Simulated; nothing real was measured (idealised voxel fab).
process module | voxel spacer lines
cross-section cut | 210 nm wide | cells 5 nm
A cross-section is a grid of square cells, given in bands from the top down. A band is one or more rows of cells.
Each band's line starts with the height of the band's top and of its bottom, in nm. Then come its materials from left to right, each with its width in nm. One material with "throughout" fills the band from edge to edge. "air" is empty space.
Height 0 is the level under which the wafer as received is all one material. The lowest band goes on downwards, as in "0 down".
A width such as "30 to 40" changes by the same amount from each row of cells to the next, from the band's top row to its bottom row.
"no change" after a step means that no cell of the cross-section changed.
closed voids: empty space of 8 cells or more with no open way to the top, each as width x height at its distance from the left edge, in nm
after a step's settings: what the simulator itself notes on the step
overlay nm, on a step with a mask: how far to the right of its planned place the mask lay; to the left if negative
plan
1 op RECEIVE | material Si
2 op CONFORMAL_DEP | material Al2O3 | thk nm 10
3 op DIRECTIONAL_DEP | material W | thk nm 10
4 op DIRECTIONAL_DEP | material aC | thk nm 20
5 op PATTERN | tone cover | mask id MANDREL | material resist | width nm 15 | pitch nm 50 | thk nm 25 | overlay nm 0
6 op DIRECTIONAL_ETCH | etch materials aC | depth nm 20
7 op STRIP | etch materials resist
8 op CONFORMAL_DEP | material SiO2 | thk nm 10
9 op DIRECTIONAL_ETCH | etch materials SiO2 | depth nm 10
10 op STRIP | etch materials aC
11 op DIRECTIONAL_ETCH | etch materials W | depth nm 10
12 op STRIP | etch materials SiO2
as received, after step 1
  0 down: Si throughout
  closed voids: none
first wafer at the end, as planned
  20 to 10: air 60 | W 10 | air 15 | W 10 | air 15 | W 10 | air 15 | W 10 | air 65
  10 to 0: Al2O3 throughout
  0 down: Si throughout
  closed voids: none
second wafer at the end: like start, like plan, one mistake
  20 to 10: air 70 | W 15 | air 35 | W 15 | air 75
  10 to 0: Al2O3 throughout
  0 down: Si throughout
  closed voids: none
what went wrong: step 5 ran as: op PATTERN | tone open | mask id MANDREL | material resist | width nm 15 | pitch nm 50 | thk nm 25 | overlay nm 0
at the end the second wafer has, in cells: 4 fewer of W
